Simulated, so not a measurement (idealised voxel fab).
Process module heading - voxel trench capacitor
160 nm wide, 5 nm square cells: that's cross-section cut.
We lay out every cross-section as a grid of square cells and spell it out in bands from the top down, where one band means one or more rows of cells. In this notation a band is specified by the heights of its top and bottom, in that order and in nm, after which its materials appear from left to right, each paired with its width in nm. The word "all across" attached to a single material means that material fills the band from edge to edge; the word "blank" stands for empty space. We count height from 0. Below that, the starting wafer is all one material. The lowest band never ends at the bottom but goes on down; see "0..down" for how that is written. A two-number width, for instance "30->40", indicates that the width is equal to the first number in the top row of the band and to the second number in the bottom row, and that it changes by a constant amount per row of cells. When a step is marked "changes: none", none of the cells in the cross-section changed during that step. "Enclosed void list": empty spaces of 8 cells or more with no open way to the top, each given as width x height at distance, distance from the left edge, all in nm. That trailing text on a step's line, after the settings, is the simulator's own remark on the step. Among the settings permitted on a step's line is "overlay nm"; applied to a step with a mask, it specifies the extent to which the mask lay to the right of its planned position, whereas a negative figure signifies a position to the left.

**Process steps - plan**
1) RECEIVE (material Si)
2) CONFORMAL_DEP (material SiN; thk nm 10)
3) PATTERN (tone open; mask id TRENCH; material resist; width nm 25; pitch nm 40; thk nm 20; overlay nm -15)
4) DIRECTIONAL_ETCH (etch materials SiN; depth nm 10)
5) DIRECTIONAL_ETCH (etch materials Si; depth nm 35)
6) STRIP (etch materials resist)
7) CONFORMAL_DEP (material Al2O3; thk nm 5)
8) FILL_DEP (material polySi; thk nm 10)
9) CMP (height nm 10)
The wafers in this document start out alike and differ in the overlay nm applied at step 3; the plan shows the value used for the first wafer.

**The first of several wafers in cross-section, exactly as it reached us after step 1**
	0..down | Si all across
	Enclosed void list: none

**Note: the following table is arranged by wafer, a row apiece. Each row reports the end-of-module state: per material, cells gained (+) or cells lost (-) compared with the wafer as received; closed voids follow**
overlay nm -15 | +42 Al2O3 | -70 Si | +44 SiN | +48 polySi | Enclosed void list: none
overlay nm -10 | +42 Al2O3 | -70 Si | +44 SiN | +48 polySi | Enclosed void list: none
overlay nm -5 | +42 Al2O3 | -70 Si | +44 SiN | +48 polySi | Enclosed void list: none
overlay nm 0 | +42 Al2O3 | -70 Si | +44 SiN | +48 polySi | Enclosed void list: none
overlay nm 5 | +42 Al2O3 | -70 Si | +44 SiN | +48 polySi | Enclosed void list: none
overlay nm 10 | +42 Al2O3 | -70 Si | +44 SiN | +48 polySi | Enclosed void list: none
overlay nm 15 | +42 Al2O3 | -70 Si | +44 SiN | +48 polySi | Enclosed void list: none
